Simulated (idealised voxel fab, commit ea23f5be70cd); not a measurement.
process module | voxel wiring stack
cross-section cut | 165 nm wide | cells 5 nm
A cross-section is a grid of square cells, given in bands from the top down. A band is one or more rows of cells.
Each band's line starts with the height of the band's top and of its bottom, in nm. Then come its materials from left to right, each with its width in nm. One material with "throughout" fills the band from edge to edge. "air" is empty space.
Height 0 is the level under which the wafer as received is all one material. The lowest band goes on downwards, as in "0 down".
A width such as "30 to 40" changes by the same amount from each row of cells to the next, from the band's top row to its bottom row.
"no change" after a step means that no cell of the cross-section changed.
closed voids: empty space of 8 cells or more with no open way to the top, each as width x height at its distance from the left edge, in nm
after a step's settings: what the simulator itself notes on the step
overlay nm, on a step with a mask: how far to the right of its planned place the mask lay; to the left if negative
plan
1 op RECEIVE | material Si
2 op CONFORMAL_DEP | material SiO2 | thk nm 15
3 op CONFORMAL_DEP | material SiCN | thk nm 5
4 op DIRECTIONAL_DEP | material SiO2 | thk nm 20
5 op PATTERN | tone open | mask id METAL_1 | material resist | width nm 25 | pitch nm 50 | thk nm 20 | overlay nm 0
6 op DIRECTIONAL_ETCH | etch materials SiO2 | depth nm 20
7 op DIRECTIONAL_ETCH | etch materials SiCN | depth nm 5
8 op STRIP | etch materials resist
9 op CONFORMAL_DEP | material TiN | thk nm 5
10 op FILL_DEP | material Cu | thk nm 10
11 op CMP | height nm 40
12 op EPI | material Ru | thk nm 5
13 op FILL_DEP | material SiCN | thk nm 5
14 op DIRECTIONAL_DEP | material SiO2 | thk nm 15
15 op DIRECTIONAL_DEP | material aC | thk nm 10
16 op PATTERN | tone open | mask id PLUG_1 | material resist | width nm 15 | thk nm 25 | overlay nm 0
17 op DIRECTIONAL_ETCH | etch materials aC | depth nm 10
18 op STRIP | etch materials resist
19 op DIRECTIONAL_ETCH | etch materials SiO2 | depth nm 15
20 op DIRECTIONAL_ETCH | etch materials SiCN | depth nm 5
21 op STRIP | etch materials aC
22 op CONFORMAL_DEP | material TiN | thk nm 5
23 op FILL_DEP | material Cu | thk nm 5
24 op CMP | height nm 65
25 op DIRECTIONAL_DEP | material TiN | thk nm 5
26 op DIRECTIONAL_DEP | material W | thk nm 15
27 op MASKED_ETCH | tone cover | mask id METAL_2 | width nm 25 | pitch nm 50 | etch materials W | depth nm 15 | overlay nm 0
28 op MASKED_ETCH | tone cover | mask id METAL_2 | width nm 25 | pitch nm 50 | etch materials TiN | depth nm 5 | overlay nm 0
29 op FILL_DEP | material lowk | thk nm 10
30 op CMP | height nm 85
31 op CONFORMAL_DEP | material SiCN | thk nm 5
32 op DIRECTIONAL_DEP | material lowk | thk nm 25
33 op DIRECTIONAL_DEP | material aC | thk nm 10
34 op PATTERN | tone open | mask id METAL_3_HOLES | material resist | width nm 15 | thk nm 30 | overlay nm 0
35 op DIRECTIONAL_ETCH | etch materials aC | depth nm 10
36 op STRIP | etch materials resist
37 op DIRECTIONAL_ETCH | etch materials lowk | depth nm 25
38 op STRIP | etch materials aC
39 op MASKED_ETCH | tone open | mask id METAL_3 | width nm 25 | pitch nm 50 | etch materials lowk | depth nm 15 | overlay nm 0
40 op MASKED_ETCH | tone open | mask id METAL_3 | width nm 25 | pitch nm 50 | etch materials SiCN | depth nm 5 | overlay nm 0
41 op CONFORMAL_DEP | material TiN | thk nm 5
42 op FILL_DEP | material Ru | thk nm 5
43 op CMP | height nm 115
44 op CONFORMAL_DEP | material SiCN | thk nm 5
45 op DIRECTIONAL_DEP | material SiO2 | thk nm 30
46 op DIRECTIONAL_DEP | material aC | thk nm 15
47 op PATTERN | tone open | mask id METAL_4_HOLES | material resist | width nm 15 | pitch nm 50 | thk nm 30 | overlay nm 0
48 op DIRECTIONAL_ETCH | etch materials aC | depth nm 15
49 op STRIP | etch materials resist
50 op DIRECTIONAL_ETCH | etch materials SiO2 | depth nm 30
51 op STRIP | etch materials aC
52 op DIRECTIONAL_DEP | material aC | thk nm 15
53 op PATTERN | tone open | mask id METAL_4 | material resist | width nm 25 | pitch nm 50 | thk nm 30 | overlay nm 0
54 op DIRECTIONAL_ETCH | etch materials aC | depth nm 15
55 op STRIP | etch materials resist
56 op DIRECTIONAL_ETCH | etch materials SiO2 | depth nm 15
57 op DIRECTIONAL_ETCH | etch materials SiCN | depth nm 5
58 op STRIP | etch materials aC
59 op CONFORMAL_DEP | material TiN | thk nm 5
60 op FILL_DEP | material Cu | thk nm 5
61 op CMP | height nm 150
62 op CONFORMAL_DEP | material SiN | thk nm 5
first wafer, as planned
as received, after step 1
  0 down: Si throughout
  closed voids: none
after step 2
  15 to 0: SiO2 throughout
  below 0: unchanged
after step 3
  20 to 15: SiCN throughout
  below 15: unchanged
after step 4
  40 to 20: SiO2 throughout
  below 20: unchanged
after step 5
  60 to 40: resist 45 | air 25 | resist 25 | air 25 | resist 45
  below 40: unchanged
after step 6
  60 to 40: resist 45 | air 25 | resist 25 | air 25 | resist 45
  40 to 20: SiO2 45 | air 25 | SiO2 25 | air 25 | SiO2 45
  below 20: unchanged
after step 7
  60 to 40: resist 45 | air 25 | resist 25 | air 25 | resist 45
  40 to 20: SiO2 45 | air 25 | SiO2 25 | air 25 | SiO2 45
  20 to 15: SiCN 45 | air 25 | SiCN 25 | air 25 | SiCN 45
  below 15: unchanged
after step 8
  40 to 20: SiO2 45 | air 25 | SiO2 25 | air 25 | SiO2 45
  below 20: unchanged
after step 9
  45 to 40: TiN 50 | air 15 | TiN 35 | air 15 | TiN 50
  40 to 20: SiO2 45 | TiN 5 | air 15 | TiN 5 | SiO2 25 | TiN 5 | air 15 | TiN 5 | SiO2 45
  20 to 15: SiCN 45 | TiN 25 | SiCN 25 | TiN 25 | SiCN 45
  below 15: unchanged
after step 10
  55 to 45: Cu throughout
  45 to 40: TiN 50 | Cu 15 | TiN 35 | Cu 15 | TiN 50
  40 to 20: SiO2 45 | TiN 5 | Cu 15 | TiN 5 | SiO2 25 | TiN 5 | Cu 15 | TiN 5 | SiO2 45
  below 20: unchanged
after step 11
  40 to 20: SiO2 45 | TiN 5 | Cu 15 | TiN 5 | SiO2 25 | TiN 5 | Cu 15 | TiN 5 | SiO2 45
  below 20: unchanged
after step 12
  45 to 40: air 40 | Ru 35 | air 15 | Ru 35 | air 40
  below 40: unchanged
after step 13
  50 to 45: SiCN throughout
  45 to 40: SiCN 40 | Ru 35 | SiCN 15 | Ru 35 | SiCN 40
  below 40: unchanged
after step 14
  65 to 50: SiO2 throughout
  below 50: unchanged
after step 15
  75 to 65: aC throughout
  below 65: unchanged
after step 16
  100 to 75: resist 45 | air 15 | resist 105
  below 75: unchanged
after step 17
  90 to 75: resist 45 | air 15 | resist 105
  75 to 65: aC 45 | air 15 | aC 105
  below 65: unchanged
after step 18
  75 to 65: aC 45 | air 15 | aC 105
  below 65: unchanged
after step 19
  75 to 65: aC 45 | air 15 | aC 105
  65 to 50: SiO2 45 | air 15 | SiO2 105
  below 50: unchanged
after step 20
  75 to 65: aC 45 | air 15 | aC 105
  65 to 50: SiO2 45 | air 15 | SiO2 105
  50 to 45: SiCN 45 | air 15 | SiCN 105
  below 45: unchanged
after step 21
  65 to 50: SiO2 45 | air 15 | SiO2 105
  below 50: unchanged
after step 22
  70 to 65: TiN 50 | air 5 | TiN 110
  65 to 50: SiO2 45 | TiN 5 | air 5 | TiN 5 | SiO2 105
  50 to 45: SiCN 45 | TiN 15 | SiCN 105
  below 45: unchanged
after step 23
  75 to 70: Cu throughout
  70 to 65: TiN 50 | Cu 5 | TiN 110
  65 to 50: SiO2 45 | TiN 5 | Cu 5 | TiN 5 | SiO2 105
  below 50: unchanged
after step 24
  65 to 50: SiO2 45 | TiN 5 | Cu 5 | TiN 5 | SiO2 105
  below 50: unchanged
after step 25
  70 to 65: TiN throughout
  below 65: unchanged
after step 26
  85 to 70: W throughout
  below 70: unchanged
after step 27
  85 to 70: air 45 | W 25 | air 25 | W 25 | air 45
  below 70: unchanged
after step 28
  85 to 70: air 45 | W 25 | air 25 | W 25 | air 45
  70 to 65: air 45 | TiN 25 | air 25 | TiN 25 | air 45
  below 65: unchanged
after step 29
  95 to 85: lowk throughout
  85 to 70: lowk 45 | W 25 | lowk 25 | W 25 | lowk 45
  70 to 65: lowk 45 | TiN 25 | lowk 25 | TiN 25 | lowk 45
  below 65: unchanged
after step 30
  85 to 70: lowk 45 | W 25 | lowk 25 | W 25 | lowk 45
  below 70: unchanged
after step 31
  90 to 85: SiCN throughout
  below 85: unchanged
after step 32
  115 to 90: lowk throughout
  below 90: unchanged
after step 33
  125 to 115: aC throughout
  below 115: unchanged
after step 34
  155 to 125: resist 45 | air 15 | resist 105
  below 125: unchanged
after step 35
  145 to 125: resist 45 | air 15 | resist 105
  125 to 115: aC 45 | air 15 | aC 105
  below 115: unchanged
after step 36
  125 to 115: aC 45 | air 15 | aC 105
  below 115: unchanged
after step 37
  125 to 115: aC 45 | air 15 | aC 105
  115 to 90: lowk 45 | air 15 | lowk 105
  below 90: unchanged
after step 38
  115 to 90: lowk 45 | air 15 | lowk 105
  below 90: unchanged
after step 39
  115 to 100: lowk 45 | air 25 | lowk 25 | air 25 | lowk 45
  below 100: unchanged
after step 40
  115 to 100: lowk 45 | air 25 | lowk 25 | air 25 | lowk 45
  100 to 90: lowk 45 | air 15 | lowk 105
  90 to 85: SiCN 45 | air 15 | SiCN 105
  below 85: unchanged
after step 41
  120 to 115: TiN 50 | air 15 | TiN 35 | air 15 | TiN 50
  115 to 105: lowk 45 | TiN 5 | air 15 | TiN 5 | lowk 25 | TiN 5 | air 15 | TiN 5 | lowk 45
  105 to 100: lowk 45 | TiN 5 | air 5 | TiN 15 | lowk 25 | TiN 25 | lowk 45
  100 to 90: lowk 45 | TiN 5 | air 5 | TiN 5 | lowk 105
  90 to 85: SiCN 45 | TiN 15 | SiCN 105
  below 85: unchanged
after step 42
  125 to 120: Ru throughout
  120 to 115: TiN 50 | Ru 15 | TiN 35 | Ru 15 | TiN 50
  115 to 105: lowk 45 | TiN 5 | Ru 15 | TiN 5 | lowk 25 | TiN 5 | Ru 15 | TiN 5 | lowk 45
  105 to 100: lowk 45 | TiN 5 | Ru 5 | TiN 15 | lowk 25 | TiN 25 | lowk 45
  100 to 90: lowk 45 | TiN 5 | Ru 5 | TiN 5 | lowk 105
  below 90: unchanged
after step 43
  115 to 105: lowk 45 | TiN 5 | Ru 15 | TiN 5 | lowk 25 | TiN 5 | Ru 15 | TiN 5 | lowk 45
  below 105: unchanged
after step 44
  120 to 115: SiCN throughout
  below 115: unchanged
after step 45
  150 to 120: SiO2 throughout
  below 120: unchanged
after step 46
  165 to 150: aC throughout
  below 150: unchanged
after step 47
  195 to 165: resist 45 | air 15 | resist 35 | air 15 | resist 55
  below 165: unchanged
after step 48
  180 to 165: resist 45 | air 15 | resist 35 | air 15 | resist 55
  165 to 150: aC 45 | air 15 | aC 35 | air 15 | aC 55
  below 150: unchanged
after step 49
  165 to 150: aC 45 | air 15 | aC 35 | air 15 | aC 55
  below 150: unchanged
after step 50
  165 to 150: aC 45 | air 15 | aC 35 | air 15 | aC 55
  150 to 120: SiO2 45 | air 15 | SiO2 35 | air 15 | SiO2 55
  below 120: unchanged
after step 51
  150 to 120: SiO2 45 | air 15 | SiO2 35 | air 15 | SiO2 55
  below 120: unchanged
after step 52
  165 to 150: aC 45 | air 15 | aC 35 | air 15 | aC 55
  150 to 135: SiO2 45 | air 15 | SiO2 35 | air 15 | SiO2 55
  135 to 120: SiO2 45 | aC 15 | SiO2 35 | aC 15 | SiO2 55
  below 120: unchanged
after step 53
  195 to 165: resist 45 | air 25 | resist 25 | air 25 | resist 45
  below 165: unchanged
after step 54
  180 to 165: resist 45 | air 25 | resist 25 | air 25 | resist 45
  165 to 150: aC 45 | air 25 | aC 25 | air 25 | aC 45
  150 to 120: SiO2 45 | air 15 | SiO2 35 | air 15 | SiO2 55
  below 120: unchanged
after step 55
  165 to 150: aC 45 | air 25 | aC 25 | air 25 | aC 45
  below 150: unchanged
after step 56
  165 to 150: aC 45 | air 25 | aC 25 | air 25 | aC 45
  150 to 135: SiO2 45 | air 25 | SiO2 25 | air 25 | SiO2 45
  below 135: unchanged
after step 57
  165 to 150: aC 45 | air 25 | aC 25 | air 25 | aC 45
  150 to 135: SiO2 45 | air 25 | SiO2 25 | air 25 | SiO2 45
  135 to 120: SiO2 45 | air 15 | SiO2 35 | air 15 | SiO2 55
  120 to 115: SiCN 45 | air 15 | SiCN 35 | air 15 | SiCN 55
  below 115: unchanged
after step 58
  150 to 135: SiO2 45 | air 25 | SiO2 25 | air 25 | SiO2 45
  below 135: unchanged
after step 59
  155 to 150: TiN 50 | air 15 | TiN 35 | air 15 | TiN 50
  150 to 140: SiO2 45 | TiN 5 | air 15 | TiN 5 | SiO2 25 | TiN 5 | air 15 | TiN 5 | SiO2 45
  140 to 135: SiO2 45 | TiN 5 | air 5 | TiN 15 | SiO2 25 | TiN 5 | air 5 | TiN 15 | SiO2 45
  135 to 120: SiO2 45 | TiN 5 | air 5 | TiN 5 | SiO2 35 | TiN 5 | air 5 | TiN 5 | SiO2 55
  120 to 115: SiCN 45 | TiN 15 | SiCN 35 | TiN 15 | SiCN 55
  below 115: unchanged
after step 60
  160 to 155: Cu throughout
  155 to 150: TiN 50 | Cu 15 | TiN 35 | Cu 15 | TiN 50
  150 to 140: SiO2 45 | TiN 5 | Cu 15 | TiN 5 | SiO2 25 | TiN 5 | Cu 15 | TiN 5 | SiO2 45
  140 to 135: SiO2 45 | TiN 5 | Cu 5 | TiN 15 | SiO2 25 | TiN 5 | Cu 5 | TiN 15 | SiO2 45
  135 to 120: SiO2 45 | TiN 5 | Cu 5 | TiN 5 | SiO2 35 | TiN 5 | Cu 5 | TiN 5 | SiO2 55
  below 120: unchanged
after step 61
  150 to 140: SiO2 45 | TiN 5 | Cu 15 | TiN 5 | SiO2 25 | TiN 5 | Cu 15 | TiN 5 | SiO2 45
  below 140: unchanged
after step 62
  155 to 150: SiN throughout
  below 150: unchanged
second wafer: like start, like plan, one mistake. Through step 1 it matches the first wafer
when step 2 should have ended
  5 to 0: SiCN throughout
  below 0: unchanged
when step 3 should have ended
  20 to 5: SiO2 throughout
  below 5: unchanged
when step 4 should have ended
  40 to 5: SiO2 throughout
  below 5: unchanged
when step 5 should have ended
  60 to 40: resist 45 | air 25 | resist 25 | air 25 | resist 45
  below 40: unchanged
when step 6 should have ended
  60 to 40: resist 45 | air 25 | resist 25 | air 25 | resist 45
  40 to 20: SiO2 45 | air 25 | SiO2 25 | air 25 | SiO2 45
  below 20: unchanged
when step 7 should have ended: no change
when step 8 should have ended
  40 to 20: SiO2 45 | air 25 | SiO2 25 | air 25 | SiO2 45
  below 20: unchanged
when step 9 should have ended
  45 to 40: TiN 50 | air 15 | TiN 35 | air 15 | TiN 50
  40 to 25: SiO2 45 | TiN 5 | air 15 | TiN 5 | SiO2 25 | TiN 5 | air 15 | TiN 5 | SiO2 45
  25 to 20: SiO2 45 | TiN 25 | SiO2 25 | TiN 25 | SiO2 45
  below 20: unchanged
when step 10 should have ended
  55 to 45: Cu throughout
  45 to 40: TiN 50 | Cu 15 | TiN 35 | Cu 15 | TiN 50
  40 to 25: SiO2 45 | TiN 5 | Cu 15 | TiN 5 | SiO2 25 | TiN 5 | Cu 15 | TiN 5 | SiO2 45
  below 25: unchanged
when step 11 should have ended
  40 to 25: SiO2 45 | TiN 5 | Cu 15 | TiN 5 | SiO2 25 | TiN 5 | Cu 15 | TiN 5 | SiO2 45
  below 25: unchanged
when step 12 should have ended
  45 to 40: air 40 | Ru 35 | air 15 | Ru 35 | air 40
  below 40: unchanged
when step 13 should have ended
  50 to 45: SiCN throughout
  45 to 40: SiCN 40 | Ru 35 | SiCN 15 | Ru 35 | SiCN 40
  below 40: unchanged
when step 14 should have ended
  65 to 50: SiO2 throughout
  below 50: unchanged
when step 15 should have ended
  75 to 65: aC throughout
  below 65: unchanged
when step 16 should have ended
  100 to 75: resist 45 | air 15 | resist 105
  below 75: unchanged
when step 17 should have ended
  90 to 75: resist 45 | air 15 | resist 105
  75 to 65: aC 45 | air 15 | aC 105
  below 65: unchanged
when step 18 should have ended
  75 to 65: aC 45 | air 15 | aC 105
  below 65: unchanged
when step 19 should have ended
  75 to 65: aC 45 | air 15 | aC 105
  65 to 50: SiO2 45 | air 15 | SiO2 105
  below 50: unchanged
when step 20 should have ended
  75 to 65: aC 45 | air 15 | aC 105
  65 to 50: SiO2 45 | air 15 | SiO2 105
  50 to 45: SiCN 45 | air 15 | SiCN 105
  below 45: unchanged
when step 21 should have ended
  65 to 50: SiO2 45 | air 15 | SiO2 105
  below 50: unchanged
when step 22 should have ended
  70 to 65: TiN 50 | air 5 | TiN 110
  65 to 50: SiO2 45 | TiN 5 | air 5 | TiN 5 | SiO2 105
  50 to 45: SiCN 45 | TiN 15 | SiCN 105
  below 45: unchanged
when step 23 should have ended
  75 to 70: Cu throughout
  70 to 65: TiN 50 | Cu 5 | TiN 110
  65 to 50: SiO2 45 | TiN 5 | Cu 5 | TiN 5 | SiO2 105
  below 50: unchanged
when step 24 should have ended
  65 to 50: SiO2 45 | TiN 5 | Cu 5 | TiN 5 | SiO2 105
  below 50: unchanged
when step 25 should have ended
  70 to 65: TiN throughout
  below 65: unchanged
when step 26 should have ended
  85 to 70: W throughout
  below 70: unchanged
when step 27 should have ended
  85 to 70: air 45 | W 25 | air 25 | W 25 | air 45
  below 70: unchanged
when step 28 should have ended
  85 to 70: air 45 | W 25 | air 25 | W 25 | air 45
  70 to 65: air 45 | TiN 25 | air 25 | TiN 25 | air 45
  below 65: unchanged
when step 29 should have ended
  95 to 85: lowk throughout
  85 to 70: lowk 45 | W 25 | lowk 25 | W 25 | lowk 45
  70 to 65: lowk 45 | TiN 25 | lowk 25 | TiN 25 | lowk 45
  below 65: unchanged
when step 30 should have ended
  85 to 70: lowk 45 | W 25 | lowk 25 | W 25 | lowk 45
  below 70: unchanged
when step 31 should have ended
  90 to 85: SiCN throughout
  below 85: unchanged
when step 32 should have ended
  115 to 90: lowk throughout
  below 90: unchanged
when step 33 should have ended
  125 to 115: aC throughout
  below 115: unchanged
when step 34 should have ended
  155 to 125: resist 45 | air 15 | resist 105
  below 125: unchanged
when step 35 should have ended
  145 to 125: resist 45 | air 15 | resist 105
  125 to 115: aC 45 | air 15 | aC 105
  below 115: unchanged
when step 36 should have ended
  125 to 115: aC 45 | air 15 | aC 105
  below 115: unchanged
when step 37 should have ended
  125 to 115: aC 45 | air 15 | aC 105
  115 to 90: lowk 45 | air 15 | lowk 105
  below 90: unchanged
when step 38 should have ended
  115 to 90: lowk 45 | air 15 | lowk 105
  below 90: unchanged
when step 39 should have ended
  115 to 100: lowk 45 | air 25 | lowk 25 | air 25 | lowk 45
  below 100: unchanged
when step 40 should have ended
  115 to 100: lowk 45 | air 25 | lowk 25 | air 25 | lowk 45
  100 to 90: lowk 45 | air 15 | lowk 105
  90 to 85: SiCN 45 | air 15 | SiCN 105
  below 85: unchanged
when step 41 should have ended
  120 to 115: TiN 50 | air 15 | TiN 35 | air 15 | TiN 50
  115 to 105: lowk 45 | TiN 5 | air 15 | TiN 5 | lowk 25 | TiN 5 | air 15 | TiN 5 | lowk 45
  105 to 100: lowk 45 | TiN 5 | air 5 | TiN 15 | lowk 25 | TiN 25 | lowk 45
  100 to 90: lowk 45 | TiN 5 | air 5 | TiN 5 | lowk 105
  90 to 85: SiCN 45 | TiN 15 | SiCN 105
  below 85: unchanged
when step 42 should have ended
  125 to 120: Ru throughout
  120 to 115: TiN 50 | Ru 15 | TiN 35 | Ru 15 | TiN 50
  115 to 105: lowk 45 | TiN 5 | Ru 15 | TiN 5 | lowk 25 | TiN 5 | Ru 15 | TiN 5 | lowk 45
  105 to 100: lowk 45 | TiN 5 | Ru 5 | TiN 15 | lowk 25 | TiN 25 | lowk 45
  100 to 90: lowk 45 | TiN 5 | Ru 5 | TiN 5 | lowk 105
  below 90: unchanged
when step 43 should have ended
  115 to 105: lowk 45 | TiN 5 | Ru 15 | TiN 5 | lowk 25 | TiN 5 | Ru 15 | TiN 5 | lowk 45
  below 105: unchanged
when step 44 should have ended
  120 to 115: SiCN throughout
  below 115: unchanged
when step 45 should have ended
  150 to 120: SiO2 throughout
  below 120: unchanged
when step 46 should have ended
  165 to 150: aC throughout
  below 150: unchanged
when step 47 should have ended
  195 to 165: resist 45 | air 15 | resist 35 | air 15 | resist 55
  below 165: unchanged
when step 48 should have ended
  180 to 165: resist 45 | air 15 | resist 35 | air 15 | resist 55
  165 to 150: aC 45 | air 15 | aC 35 | air 15 | aC 55
  below 150: unchanged
when step 49 should have ended
  165 to 150: aC 45 | air 15 | aC 35 | air 15 | aC 55
  below 150: unchanged
when step 50 should have ended
  165 to 150: aC 45 | air 15 | aC 35 | air 15 | aC 55
  150 to 120: SiO2 45 | air 15 | SiO2 35 | air 15 | SiO2 55
  below 120: unchanged
when step 51 should have ended
  150 to 120: SiO2 45 | air 15 | SiO2 35 | air 15 | SiO2 55
  below 120: unchanged
when step 52 should have ended
  165 to 150: aC 45 | air 15 | aC 35 | air 15 | aC 55
  150 to 135: SiO2 45 | air 15 | SiO2 35 | air 15 | SiO2 55
  135 to 120: SiO2 45 | aC 15 | SiO2 35 | aC 15 | SiO2 55
  below 120: unchanged
when step 53 should have ended
  195 to 165: resist 45 | air 25 | resist 25 | air 25 | resist 45
  below 165: unchanged
when step 54 should have ended
  180 to 165: resist 45 | air 25 | resist 25 | air 25 | resist 45
  165 to 150: aC 45 | air 25 | aC 25 | air 25 | aC 45
  150 to 120: SiO2 45 | air 15 | SiO2 35 | air 15 | SiO2 55
  below 120: unchanged
when step 55 should have ended
  165 to 150: aC 45 | air 25 | aC 25 | air 25 | aC 45
  below 150: unchanged
when step 56 should have ended
  165 to 150: aC 45 | air 25 | aC 25 | air 25 | aC 45
  150 to 135: SiO2 45 | air 25 | SiO2 25 | air 25 | SiO2 45
  below 135: unchanged
when step 57 should have ended
  165 to 150: aC 45 | air 25 | aC 25 | air 25 | aC 45
  150 to 135: SiO2 45 | air 25 | SiO2 25 | air 25 | SiO2 45
  135 to 120: SiO2 45 | air 15 | SiO2 35 | air 15 | SiO2 55
  120 to 115: SiCN 45 | air 15 | SiCN 35 | air 15 | SiCN 55
  below 115: unchanged
when step 58 should have ended
  150 to 135: SiO2 45 | air 25 | SiO2 25 | air 25 | SiO2 45
  below 135: unchanged
when step 59 should have ended
  155 to 150: TiN 50 | air 15 | TiN 35 | air 15 | TiN 50
  150 to 140: SiO2 45 | TiN 5 | air 15 | TiN 5 | SiO2 25 | TiN 5 | air 15 | TiN 5 | SiO2 45
  140 to 135: SiO2 45 | TiN 5 | air 5 | TiN 15 | SiO2 25 | TiN 5 | air 5 | TiN 15 | SiO2 45
  135 to 120: SiO2 45 | TiN 5 | air 5 | TiN 5 | SiO2 35 | TiN 5 | air 5 | TiN 5 | SiO2 55
  120 to 115: SiCN 45 | TiN 15 | SiCN 35 | TiN 15 | SiCN 55
  below 115: unchanged
when step 60 should have ended
  160 to 155: Cu throughout
  155 to 150: TiN 50 | Cu 15 | TiN 35 | Cu 15 | TiN 50
  150 to 140: SiO2 45 | TiN 5 | Cu 15 | TiN 5 | SiO2 25 | TiN 5 | Cu 15 | TiN 5 | SiO2 45
  140 to 135: SiO2 45 | TiN 5 | Cu 5 | TiN 15 | SiO2 25 | TiN 5 | Cu 5 | TiN 15 | SiO2 45
  135 to 120: SiO2 45 | TiN 5 | Cu 5 | TiN 5 | SiO2 35 | TiN 5 | Cu 5 | TiN 5 | SiO2 55
  below 120: unchanged
when step 61 should have ended
  150 to 140: SiO2 45 | TiN 5 | Cu 15 | TiN 5 | SiO2 25 | TiN 5 | Cu 15 | TiN 5 | SiO2 45
  below 140: unchanged
when step 62 should have ended
  155 to 150: SiN throughout
  below 150: unchanged
what went wrong: steps 2 and 3 were swapped
at the end the second wafer has, in cells: 6 fewer of Cu | 10 more of SiCN | 4 fewer of TiN
